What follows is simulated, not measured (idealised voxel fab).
The following is a process module called voxel wiring stack.
The width of the displayed cross-section, cut, is 265 nm; its cells are square, with a size of 5 nm.
Cross-section, as written here: a square-cell grid given band by band from the top down, where a band holds one or more rows of cells.
Band entry format. Leading values: height of top, height of bottom, nm. Remainder: materials in left-to-right order, each with its width in nm. Special words: "all across" on a single material, which then fills the band edge to edge; "blank", empty space.
Heads up on the height convention: 0 is the point under which the incoming wafer is all one material, and the lowest band has no bottom, it just keeps going down, like "0 -> down".
The two numbers in a width such as "30->40" mark its ends across the band: the first belongs to the top row of cells, the second to the bottom row, and from each row to the next the width moves by the same amount.
Where the words "all unchanged" appear for a step, the cross-section shows no cell changed by that step; every cell remained as before.
Each empty space that has no open way to the top and spans at least 8 cells appears under "Enclosed cavities" as width x height at distance, the distance counted from the left edge, all in nm.
Step line, after settings: the simulator's comment on this step.
"overlay nm", when on a step's line for a step with a mask, measures how far to the right of its planned place the mask lay; a negative measure means to the left.
[The following list gives the planned process steps]
| 1 | RECEIVE: material Si |
| 2 | CONFORMAL_DEP: material SiO2, thk nm 10 |
| 3 | CONFORMAL_DEP: material SiCN, thk nm 5 |
| 4 | DIRECTIONAL_DEP: material lowk, thk nm 20 |
| 5 | DIRECTIONAL_DEP: material aC, thk nm 15 |
| 6 | PATTERN: tone open, mask id METAL_1, material resist, width nm 20, pitch nm 45, thk nm 35, overlay nm 0 |
| 7 | DIRECTIONAL_ETCH: etch materials aC, depth nm 15 |
| 8 | STRIP: etch materials resist |
| 9 | DIRECTIONAL_ETCH: etch materials lowk, depth nm 20 |
| 10 | DIRECTIONAL_ETCH: etch materials SiCN, depth nm 5 |
| 11 | STRIP: etch materials aC |
| 12 | CONFORMAL_DEP: material TiN, thk nm 5 |
| 13 | FILL_DEP: material Cu, thk nm 10 |
| 14 | CMP: height nm 35 |
| 15 | EPI: material Ru, thk nm 5 |
| 16 | FILL_DEP: material SiCN, thk nm 5 |
| 17 | DIRECTIONAL_DEP: material lowk, thk nm 10 |
| 18 | MASKED_ETCH: tone open, mask id PLUG_1, width nm 15, pitch nm 45, etch materials lowk, depth nm 10, overlay nm 0 |
| 19 | MASKED_ETCH: tone open, mask id PLUG_1, width nm 15, pitch nm 45, etch materials SiCN, depth nm 5, overlay nm 0 |
| 20 | CONFORMAL_DEP: material TiN, thk nm 5 |
| 21 | FILL_DEP: material Cu, thk nm 5 |
| 22 | CMP: height nm 55 |
| 23 | CONFORMAL_DEP: material SiCN, thk nm 5 |
| 24 | DIRECTIONAL_DEP: material lowk, thk nm 25 |
| 25 | MASKED_ETCH: tone open, mask id METAL_2, width nm 20, pitch nm 45, etch materials lowk, depth nm 25, overlay nm 0 |
| 26 | MASKED_ETCH: tone open, mask id METAL_2, width nm 20, pitch nm 45, etch materials SiCN, depth nm 5, overlay nm 0 |
| 27 | CONFORMAL_DEP: material TiN, thk nm 5 |
| 28 | FILL_DEP: material Cu, thk nm 10 |
| 29 | CMP: height nm 85 |
| 30 | CONFORMAL_DEP: material SiCN, thk nm 5 |
| 31 | DIRECTIONAL_DEP: material lowk, thk nm 10 |
| 32 | PATTERN: tone open, mask id PLUG_2, material resist, width nm 15, pitch nm 45, thk nm 20, overlay nm 0 |
| 33 | DIRECTIONAL_ETCH: etch materials lowk, depth nm 10 |
| 34 | DIRECTIONAL_ETCH: etch materials SiCN, depth nm 5 |
| 35 | STRIP: etch materials resist |
| 36 | CONFORMAL_DEP: material TiN, thk nm 5 |
| 37 | FILL_DEP: material W, thk nm 10 |
| 38 | CMP: height nm 100 |
| 39 | DIRECTIONAL_DEP: material TiN, thk nm 5 |
| 40 | DIRECTIONAL_DEP: material Ru, thk nm 20 |
| 41 | MASKED_ETCH: tone cover, mask id METAL_3, width nm 20, pitch nm 45, etch materials Ru, depth nm 20, overlay nm 0 |
| 42 | MASKED_ETCH: tone cover, mask id METAL_3, width nm 20, pitch nm 45, etch materials TiN, depth nm 5, overlay nm 0 |
| 43 | CONFORMAL_DEP: material SiN, thk nm 5 |
| 44 | FILL_DEP: material lowk, thk nm 5 |
| 45 | CMP: height nm 125 |
| 46 | CONFORMAL_DEP: material SiCN, thk nm 5 |
| 47 | DIRECTIONAL_DEP: material lowk, thk nm 20 |
| 48 | DIRECTIONAL_DEP: material aC, thk nm 15 |
| 49 | PATTERN: tone open, mask id PLUG_3, material resist, width nm 15, thk nm 30, overlay nm 0 |
| 50 | DIRECTIONAL_ETCH: etch materials aC, depth nm 15 |
| 51 | STRIP: etch materials resist |
| 52 | DIRECTIONAL_ETCH: etch materials lowk, depth nm 20 |
| 53 | DIRECTIONAL_ETCH: etch materials SiCN, depth nm 5 |
| 54 | STRIP: etch materials aC |
| 55 | CONFORMAL_DEP: material TiN, thk nm 5 |
| 56 | FILL_DEP: material W, thk nm 10 |
| 57 | CMP: height nm 150 |
| 58 | CONFORMAL_DEP: material SiN, thk nm 5 |
| 59 | DIRECTIONAL_DEP: material lowk, thk nm 15 |
| 60 | PATTERN: tone open, mask id METAL_4, material resist, width nm 20, pitch nm 45, thk nm 15, overlay nm 0 |
| 61 | DIRECTIONAL_ETCH: etch materials lowk, depth nm 15 |
| 62 | DIRECTIONAL_ETCH: etch materials SiN, depth nm 5 |
| 63 | STRIP: etch materials resist |
| 64 | CONFORMAL_DEP: material TiN, thk nm 5 |
| 65 | FILL_DEP: material Cu, thk nm 10 |
| 66 | CMP: height nm 170 |
| 67 | CONFORMAL_DEP: material SiCN, thk nm 5 |
[Cross-section: wafer on arrival = after step 1]
    0 -> down | Si all across
    Enclosed cavities: none
[The following cross-section depicts the wafer upon conclusion of the module. Processing commenced from the starting condition illustrated above and adhered to the plan illustrated above, save for one mistake in execution]
    175 -> 170 | SiCN all across
    170 -> 155 | lowk 100 nm, then TiN 5 nm, then Cu 10 nm, then TiN 5 nm, then lowk 25 nm, then TiN 5 nm, then Cu 10 nm, then TiN 5 nm, then lowk 100 nm
    155 -> 150 | SiN 100 nm, then TiN 20 nm, then SiN 25 nm, then TiN 20 nm, then SiN 100 nm
    150 -> 145 | SiCN 100 nm, then TiN 15 nm, then SiCN 150 nm
    145 -> 125 | lowk all across
    125 -> 105 | lowk 95 nm, then SiN 5 nm, then Ru 20 nm, then SiN 5 nm, then lowk 15 nm, then SiN 5 nm, then Ru 20 nm, then SiN 5 nm, then lowk 95 nm
    105 -> 100 | SiN 100 nm, then TiN 20 nm, then SiN 25 nm, then TiN 20 nm, then SiN 100 nm
    100 -> 90 | lowk 100 nm, then TiN 5 nm, then W 5 nm, then TiN 5 nm, then lowk 30 nm, then TiN 5 nm, then W 5 nm, then TiN 5 nm, then lowk 105 nm
    90 -> 85 | SiCN 100 nm, then TiN 15 nm, then SiCN 30 nm, then TiN 15 nm, then SiCN 105 nm
    85 -> 60 | lowk 100 nm, then TiN 5 nm, then Cu 10 nm, then TiN 5 nm, then lowk 25 nm, then TiN 5 nm, then Cu 10 nm, then TiN 5 nm, then lowk 100 nm
    60 -> 55 | SiCN 100 nm, then TiN 20 nm, then SiCN 25 nm, then TiN 20 nm, then SiCN 100 nm
    55 -> 45 | lowk 100 nm, then TiN 5 nm, then Cu 5 nm, then TiN 5 nm, then lowk 30 nm, then TiN 5 nm, then Cu 5 nm, then TiN 5 nm, then lowk 105 nm
    45 -> 40 | SiCN 100 nm, then TiN 15 nm, then SiCN 30 nm, then TiN 15 nm, then SiCN 105 nm
    40 -> 35 | SiCN 95 nm, then Ru 30 nm, then SiCN 15 nm, then Ru 30 nm, then SiCN 95 nm
    35 -> 15 | lowk 100 nm, then TiN 5 nm, then Cu 10 nm, then TiN 5 nm, then lowk 25 nm, then TiN 5 nm, then Cu 10 nm, then TiN 5 nm, then lowk 100 nm
    15 -> 10 | SiCN 100 nm, then TiN 20 nm, then SiCN 25 nm, then TiN 20 nm, then SiCN 100 nm
    10 -> 0 | SiO2 all across
    0 -> down | Si all across
    Enclosed cavities: none
Run error: sequence error: steps 46 and 47 interchanged
